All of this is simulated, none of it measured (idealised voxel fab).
process module | voxel spacer lines
cross-section cut | 150 nm wide | cells 5 nm
A cross-section is a grid of square cells, given in bands from the top down. A band is one or more rows of cells.
Each band's line starts with the height of the band's top and of its bottom, in nm. Then come its materials from left to right, each with its width in nm. One material with "throughout" fills the band from edge to edge. "air" is empty space.
Height 0 is the level under which the wafer as received is all one material. The lowest band goes on downwards, as in "0 down".
A width such as "30 to 40" changes by the same amount from each row of cells to the next, from the band's top row to its bottom row.
"no change" after a step means that no cell of the cross-section changed.
closed voids: empty space of 8 cells or more with no open way to the top, each as width x height at its distance from the left edge, in nm
after a step's settings: what the simulator itself notes on the step
overlay nm, on a step with a mask: how far to the right of its planned place the mask lay; to the left if negative
plan
1 op RECEIVE | material Si
2 op CONFORMAL_DEP | material Al2O3 | thk nm 10
3 op DIRECTIONAL_DEP | material TiN | thk nm 15
4 op DIRECTIONAL_DEP | material polySi | thk nm 30
5 op PATTERN | tone cover | mask id MANDREL | material resist | width nm 20 | pitch nm 60 | thk nm 40 | overlay nm -15
6 op DIRECTIONAL_ETCH | etch materials polySi | depth nm 30
7 op STRIP | etch materials resist
8 op CONFORMAL_DEP | material SiN | thk nm 10
9 op DIRECTIONAL_ETCH | etch materials SiN | depth nm 10
10 op STRIP | etch materials polySi
11 op DIRECTIONAL_ETCH | etch materials TiN | depth nm 15
12 op STRIP | etch materials SiN
13 op FILL_DEP | material lowk | thk nm 10
14 op CMP | height nm 25
varied across the wafers: overlay nm of step 5. The plan shows the first wafer's value. All wafers start alike
first wafer as received, after step 1
  0 down: Si throughout
  closed voids: none
each wafer at the end: cells of each material gained (+) or lost (-) since it was received, then its closed voids
overlay nm -15 | +60 Al2O3 | +24 TiN | +66 lowk | closed voids: none
overlay nm -10 | +60 Al2O3 | +24 TiN | +66 lowk | closed voids: none
overlay nm -5 | +60 Al2O3 | +24 TiN | +66 lowk | closed voids: none
overlay nm 0 | +60 Al2O3 | +24 TiN | +66 lowk | closed voids: none
overlay nm 5 | +60 Al2O3 | +24 TiN | +66 lowk | closed voids: none
overlay nm 10 | +60 Al2O3 | +24 TiN | +66 lowk | closed voids: none
overlay nm 15 | +60 Al2O3 | +24 TiN | +66 lowk | closed voids: none
